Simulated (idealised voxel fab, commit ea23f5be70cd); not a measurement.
This section sets out a process module, namely voxel released beams.
We display cut, a cross-section 295 nm in width whose square cells are each 5 nm.
Heads up, the way a cross-section reads in here is a grid of square cells, handed over as bands from the top down, with every band being one or more rows of cells. Top height, bottom height, nm. Materials left to right, width each, nm. Single material + "all across" = fills band edge to edge. "air" = empty. All heights in this document are referenced to 0, defined as the level beneath which the wafer, as received, consists entirely of one material. The lowest band is not bounded below; it extends indefinitely downward and is written in the form "from 0 down". A two-number width, for instance "30->40", indicates that the width is equal to the first number in the top row of the band and to the second number in the bottom row, and that it changes by a constant amount per row of cells. "remained the same" -> step changed no cross-section cell. Each empty space that has no open way to the top and spans at least 8 cells appears under "Unvented internal voids" as width x height at distance, the distance counted from the left edge, all in nm. Whatever follows a step's settings on its line is a remark the simulator itself makes about that step. overlay nm: on a step with a mask, how far right of its planned place the mask lay; negative means left.

These are the steps we planned for the process
1,RECEIVE,material Si
2,CONFORMAL_DEP,material Al2O3,thk nm 10
3,DIRECTIONAL_DEP,material SiO2,thk nm 20
4,MASKED_ETCH,tone open,mask id ANCHOR,width nm 35,etch materials SiO2,depth nm 20,overlay nm 0
5,CONFORMAL_DEP,material W,thk nm 10
6,DIRECTIONAL_DEP,material aC,thk nm 15
7,PATTERN,tone cover,mask id BEAM,material resist,width nm 115,thk nm 35,overlay nm 0
8,DIRECTIONAL_ETCH,etch materials aC,depth nm 15
9,STRIP,etch materials resist
10,DIRECTIONAL_ETCH,etch materials W,depth nm 10
11,STRIP,etch materials aC
12,STRIP,etch materials SiO2

Wafer as received: cross-section following step 1
    from 0 down = Si all across
    Unvented internal voids: none

First of two wafers: cross-section at end of module, run per plan
    from 40 to 30 = 85 air | 15 W | 15 air | 85 W | 95 air
    from 30 to 20 = 90 air | 10 W | 15 air | 10 W | 170 air
    from 20 to 10 = 90 air | 35 W | 170 air
    from 10 to 0 = Al2O3 all across
    from 0 down = Si all across
    Unvented internal voids: none

End of module, second wafer, cross-section. Started like the first, planned like the first, run with one mistake
    from 20 to 10 = 85 air | 115 W | 95 air
    from 10 to 0 = Al2O3 all across
    from 0 down = Si all across
    Unvented internal voids: none
Deviation noted in wafer processing: with respect to the plan, step 3 was omitted and not executed
In the final state, the cell counts of the second wafer exceed or fall short of those of the first for the following materials: 16 fewer of W
